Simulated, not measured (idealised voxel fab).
Module name: voxel transistor to metal (process module)
Displayed cross-section: cut, width of 205 nm, square cells sized 5 nm.
Cross-sections here: square-cell grids, written as top-down lists of bands, a band being one or more rows of cells.
Heads up on the band format: heights come first, top then bottom, in nm. After that it's the materials left to right, each with its width in nm. A single material flagged "edge to edge" fills the whole band edge to edge, and "empty" means there's empty space there.
Height datum 0, below which the as-received substrate wafer is one material. Lowest band open at the bottom, running downward: "0 nm and below".
Graded width ("30..40"): value in top row of band = first number; value in bottom row = second number; row-to-row change constant.
"same as before" (step): cross-section cells unchanged, all of them.
"Fully sealed voids" means: voids of 8 cells or more that are shut off from the top with no open way through. Written width x height at distance, distance from the left edge, in nm.
Where a step's line continues beyond its settings, the continuation is a remark by the simulator itself on that step.
overlay nm, on a step with a mask: how far to the right of its planned place the mask lay; to the left if negative
## Below is the list of planned process steps
1) RECEIVE: material Si
2) OXIDIZE: depth nm 5
3) CONFORMAL_DEP: material SiN, thk nm 15
4) PATTERN: tone cover, mask id ACTIVE, material resist, width nm 105, thk nm 20, overlay nm 0
5) DIRECTIONAL_ETCH: etch materials SiN, depth nm 15
6) DIRECTIONAL_ETCH: etch materials SiO2, depth nm 5
7) DIRECTIONAL_ETCH: etch materials Si, depth nm 35
8) STRIP: etch materials resist
9) FILL_DEP: material SiO2, thk nm 10
10) CMP: height nm 15
11) SELECTIVE_ETCH: etch materials SiO2, depth nm 15
12) STRIP: etch materials SiN
13) SELECTIVE_ETCH: etch materials SiO2, depth nm 5
14) OXIDIZE: depth nm 5
15) DIRECTIONAL_DEP: material polySi, thk nm 20
16) DIRECTIONAL_DEP: material SiCN, thk nm 15
17) MASKED_ETCH: tone cover, mask id GATE, width nm 35, etch materials SiCN, depth nm 25, overlay nm 0
18) MASKED_ETCH: tone cover, mask id GATE, width nm 35, etch materials polySi, depth nm 30, overlay nm 0
19) CONFORMAL_DEP: material SiN, thk nm 10
20) DIRECTIONAL_ETCH: etch materials SiN, depth nm 10
21) DIRECTIONAL_ETCH: etch materials SiO2, depth nm 5
22) DIRECTIONAL_ETCH: etch materials Si, depth nm 10
23) EPI: material SiGe, thk nm 10
24) FILL_DEP: material SiO2, thk nm 5
25) CMP: height nm 5
26) STRIP: etch materials polySi
27) SELECTIVE_ETCH: etch materials SiO2, depth nm 5
28) CONFORMAL_DEP: material HfO2, thk nm 5
29) CONFORMAL_DEP: material TiN, thk nm 5
30) FILL_DEP: material W, thk nm 5
31) CMP: height nm 10
32) DIRECTIONAL_DEP: material SiO2, thk nm 10
33) MASKED_ETCH: tone open, mask id CONTACT, width nm 15, pitch nm 80, etch materials SiO2, depth nm 30, overlay nm 0
34) CONFORMAL_DEP: material TiN, thk nm 5
35) FILL_DEP: material W, thk nm 10
36) CMP: height nm 20
37) CONFORMAL_DEP: material SiCN, thk nm 5
38) DIRECTIONAL_DEP: material SiO2, thk nm 20
39) DIRECTIONAL_DEP: material aC, thk nm 15
40) PATTERN: tone open, mask id METAL_1, material resist, width nm 15, pitch nm 80, thk nm 30, overlay nm 0
41) DIRECTIONAL_ETCH: etch materials aC, depth nm 15
42) STRIP: etch materials resist
43) DIRECTIONAL_ETCH: etch materials SiO2, depth nm 20
44) DIRECTIONAL_ETCH: etch materials SiCN, depth nm 5
45) STRIP: etch materials aC
46) CONFORMAL_DEP: material TiN, thk nm 5
47) FILL_DEP: material W, thk nm 5
48) CMP: height nm 45
49) EPI: material Ru, thk nm 5
50) FILL_DEP: material SiCN, thk nm 5
51) DIRECTIONAL_DEP: material SiO2, thk nm 25
52) DIRECTIONAL_DEP: material aC, thk nm 15
53) PATTERN: tone open, mask id METAL_2, material resist, width nm 15, pitch nm 80, thk nm 35, overlay nm 0
54) DIRECTIONAL_ETCH: etch materials aC, depth nm 15
55) STRIP: etch materials resist
56) DIRECTIONAL_ETCH: etch materials SiO2, depth nm 15
57) STRIP: etch materials aC
58) PATTERN: tone open, mask id METAL_2_HOLES, material resist, width nm 15, pitch nm 80, thk nm 20, overlay nm 0
59) DIRECTIONAL_ETCH: etch materials SiO2, depth nm 10
60) DIRECTIONAL_ETCH: etch materials SiCN, depth nm 5
61) STRIP: etch materials resist
62) CONFORMAL_DEP: material TiN, thk nm 5
63) FILL_DEP: material Ru, thk nm 5
64) CMP: height nm 80
65) CONFORMAL_DEP: material SiCN, thk nm 5
The wafers in this document start out alike and differ in the height nm applied at step 25; the plan shows the value used for the first wafer.
## Cross-section of the first of several received wafers, showing its state after step 1
0 nm and below  Si edge to edge
Fully sealed voids: none
## End of the module, past its last step, step 65: how the first of several wafers looks in cross-section
85 nm to 80 nm  SiCN edge to edge
80 nm to 55 nm  SiO2 (55), TiN (5), Ru (5), TiN (5), SiO2 (65), TiN (5), Ru (5), TiN (5), SiO2 (55)
55 nm to 50 nm  SiCN (55), TiN (15), SiCN (65), TiN (15), SiCN (55)
50 nm to 45 nm  SiCN (50), Ru (25), SiCN (55), Ru (25), SiCN (50)
45 nm to 25 nm  SiO2 (55), TiN (5), W (5), TiN (5), SiO2 (65), TiN (5), W (5), TiN (5), SiO2 (55)
25 nm to 20 nm  SiCN (55), TiN (15), SiCN (65), TiN (15), SiCN (55)
20 nm to 15 nm  SiO2 (55), TiN (5), W (5), TiN (5), SiO2 (65), TiN (5), W (5), TiN (5), SiO2 (55)
15 nm to 10 nm  SiO2 (55), TiN (15), SiO2 (65), TiN (15), SiO2 (55)
10 nm to 5 nm  TiN (70), HfO2 (20), TiN (5), W (15), TiN (5), HfO2 (20), TiN (70)
5 nm to 0 nm  HfO2 (75), SiN (10), HfO2 (5), TiN (5), W (15), TiN (5), HfO2 (5), SiN (10), HfO2 (75)
0 nm to -5 nm  SiO2 (65), SiGe (10), SiN (10), HfO2 (5), TiN (25), HfO2 (5), SiN (10), SiGe (10), SiO2 (65)
-5 nm to -10 nm  SiO2 (65), SiGe (10), SiO2 (5), HfO2 (45), SiO2 (5), SiGe (10), SiO2 (65)
-10 nm to -20 nm  SiO2 (50), SiGe (25), Si (55), SiGe (25), SiO2 (50)
-20 nm to -40 nm  SiO2 (50), Si (105), SiO2 (50)
-40 nm and below  Si edge to edge
Fully sealed voids: none
## Module end, final wafer: cross-section
85 nm to 80 nm  SiCN edge to edge
80 nm to 55 nm  SiO2 (55), TiN (5), Ru (5), TiN (5), SiO2 (65), TiN (5), Ru (5), TiN (5), SiO2 (55)
55 nm to 50 nm  SiCN (55), TiN (15), SiCN (65), TiN (15), SiCN (55)
50 nm to 45 nm  SiCN (50), Ru (25), SiCN (55), Ru (25), SiCN (50)
45 nm to 25 nm  SiO2 (55), TiN (5), W (5), TiN (5), SiO2 (65), TiN (5), W (5), TiN (5), SiO2 (55)
25 nm to 20 nm  SiCN (55), TiN (15), SiCN (65), TiN (15), SiCN (55)
20 nm to 10 nm  SiO2 (55), TiN (5), W (5), TiN (5), SiO2 (65), TiN (5), W (5), TiN (5), SiO2 (55)
10 nm to 5 nm  SiO2 (55), TiN (5), W (5), TiN (5), SiO2 (5), SiN (10), polySi (35), SiN (10), SiO2 (5), TiN (5), W (5), TiN (5), SiO2 (55)
5 nm to 0 nm  SiO2 (55), TiN (15), SiO2 (5), SiN (10), polySi (35), SiN (10), SiO2 (5), TiN (15), SiO2 (55)
0 nm to -5 nm  SiO2 (55), TiN (10), SiGe (10), SiN (10), polySi (35), SiN (10), SiGe (10), TiN (10), SiO2 (55)
-5 nm to -10 nm  SiO2 (55), TiN (10), SiGe (10), SiO2 (55), SiGe (10), TiN (10), SiO2 (55)
-10 nm to -20 nm  SiO2 (50), SiGe (25), Si (55), SiGe (25), SiO2 (50)
-20 nm to -40 nm  SiO2 (50), Si (105), SiO2 (50)
-40 nm and below  Si edge to edge
Fully sealed voids: none
## What follows is a table in which each wafer occupies a row; for the wafer as it stands at the close of the module, the row states, material by material, how many cells have been gained (+) or lost (-) since receipt, and then gives its closed voids
height nm 5, +51 HfO2, +20 Ru, -222 Si, +142 SiCN, +28 SiGe, +8 SiN, +559 SiO2, +95 TiN, +16 W, Fully sealed voids: none
height nm 10, +45 HfO2, +20 Ru, -222 Si, +142 SiCN, +28 SiGe, +12 SiN, +589 SiO2, +67 TiN, +16 W, Fully sealed voids: none
height nm 15, +15 HfO2, +20 Ru, -222 Si, +142 SiCN, +28 SiGe, +12 SiN, +599 SiO2, +83 TiN, +20 W, Fully sealed voids: none
height nm 20, +20 Ru, -222 Si, +142 SiCN, +28 SiGe, +12 SiN, +608 SiO2, +74 TiN, +14 W, +21 polySi, Fully sealed voids: none
height nm 25, +20 Ru, -222 Si, +142 SiCN, +28 SiGe, +12 SiN, +608 SiO2, +74 TiN, +14 W, +21 polySi, Fully sealed voids: none
height nm 30, +20 Ru, -222 Si, +142 SiCN, +28 SiGe, +12 SiN, +608 SiO2, +74 TiN, +14 W, +21 polySi, Fully sealed voids: none
